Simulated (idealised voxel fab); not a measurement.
The name of this process module is voxel local oxidation.
Cross-sectional view cut (width: 285 nm; square cell size: 5 nm).
Cross-section layout: square cells on a grid; listed as bands, top to bottom; a band spans one or more cell rows.
Per band: top height and bottom height in nm, followed by the left-to-right materials and their widths in nm; "edge to edge" marks a single material spanning edge to edge, "air" marks empty space.
The reference from which all heights are counted is 0, the level beneath which the as-received wafer is entirely one material; the lowest band, having no lower bound, proceeds downward and is written after the example "0 and below".
Graded width ("30 to 40"): value in top row of band = first number; value in bottom row = second number; row-to-row change constant.
Key: "no change occurred" - step with no changed cell in the cross-section.
Reported under the label "Non-vented voids" are the empty spaces having no open way to the top and comprising 8 cells or more; the notation for each is width x height at distance, in which the distance is measured from the left edge and all three values are in nm.
Text after the settings on a step's line: the simulator's own remark on that step.
The setting "overlay nm" may be written on the line of a step. When the step uses a mask, the value reports how far to the right of the planned place the mask lay, and a negative value reports that it lay to the left.
**Below is the list of planned process steps**
1. RECEIVE | material Si
2. OXIDIZE | depth nm 5
3. CONFORMAL_DEP | material SiN | thk nm 15
4. DIRECTIONAL_DEP | material aC | thk nm 10
5. PATTERN | tone cover | mask id ACTIVE | material resist | width nm 105 | pitch nm 125 | thk nm 25 | overlay nm 0
6. DIRECTIONAL_ETCH | etch materials aC | depth nm 10
7. STRIP | etch materials resist
8. DIRECTIONAL_ETCH | etch materials SiN | depth nm 15
9. STRIP | etch materials aC
10. SELECTIVE_ETCH | etch materials SiO2 | depth nm 5
11. OXIDIZE | depth nm 15
12. STRIP | etch materials SiN
**The following pertains to the first of two wafers, which was processed as planned**
**as received, after step 1**
	0 and below = Si edge to edge
	Non-vented voids: none
**Upon completion of step 2, the wafer appears in cross-section as shown**
	0 down to -5 = SiO2 edge to edge
	Below -5, the layers are the same as they were.
**Upon completion of step 3, the wafer appears in cross-section as shown**
	15 down to 0 = SiN edge to edge
	Below 0, the layers are the same as they were.
**Upon completion of step 4, the wafer appears in cross-section as shown**
	25 down to 15 = aC edge to edge
	Below 15, the layers are the same as they were.
**Upon completion of step 5, the wafer appears in cross-section as shown**
	50 down to 25 = air (25) / resist (105) / air (20) / resist (105) / air (30)
	Below 25, the layers are the same as they were.
**Upon completion of step 6, the wafer appears in cross-section as shown**
	40 down to 25 = air (25) / resist (105) / air (20) / resist (105) / air (30)
	25 down to 15 = air (25) / aC (105) / air (20) / aC (105) / air (30)
	Below 15, the layers are the same as they were.
**Upon completion of step 7, the wafer appears in cross-section as shown**
	25 down to 15 = air (25) / aC (105) / air (20) / aC (105) / air (30)
	Below 15, the layers are the same as they were.
**Upon completion of step 8, the wafer appears in cross-section as shown**
	25 down to 15 = air (25) / aC (105) / air (20) / aC (105) / air (30)
	15 down to 0 = air (25) / SiN (105) / air (20) / SiN (105) / air (30)
	Below 0, the layers are the same as they were.
**Upon completion of step 9, the wafer appears in cross-section as shown**
	15 down to 0 = air (25) / SiN (105) / air (20) / SiN (105) / air (30)
	Below 0, the layers are the same as they were.
**Upon completion of step 10, the wafer appears in cross-section as shown**
	15 down to 0 = air (25) / SiN (105) / air (20) / SiN (105) / air (30)
	0 down to -5 = air (30) / SiO2 (95) / air (30) / SiO2 (95) / air (35)
	Below -5, the layers are the same as they were.
**Upon completion of step 11, the wafer appears in cross-section as shown**
	15 down to 0 = air (25) / SiN (105) / air (20) / SiN (105) / air (30)
	0 down to -5 = air (30) / SiO2 (95) / air (30) / SiO2 (95) / air (35)
	-5 down to -20 = SiO2 (45) / Si (65) / SiO2 (60) / Si (65) / SiO2 (50)
	Below -20, the layers are the same as they were.
**Upon completion of step 12, the wafer appears in cross-section as shown**
	0 down to -5 = air (30) / SiO2 (95) / air (30) / SiO2 (95) / air (35)
	Below -5, the layers are the same as they were.
**Second wafer, same starting state and plan as the first, one mistake in the run, identical through step 10**
**Second wafer cross-section, taken as of the time the plan sets for step 11 to be done**
	15 down to 0 = air (25) / SiN (105) / air (20) / SiN (105) / air (30)
	0 down to -5 = air (30) / SiO2 (95) / air (30) / SiO2 (95) / air (35)
	-5 down to -20 = SiO2 (45) / Si (65) / SiO2 (60) / Si (65) / SiO2 (50)
	Below -20, the layers are the same as they were.
**Second wafer cross-section, taken as of the time the plan sets for step 12 to be done**
	0 down to -5 = air (30) / SiO2 (95) / air (30) / SiO2 (95) / air (35)
	Below -5, the layers are the same as they were.
What broke from the plan during processing? step 11 of the plan was executed twice over
It should be noted that the final cross-sections of the two wafers coincide, and the mistake therefore has no effect on the output of this model.
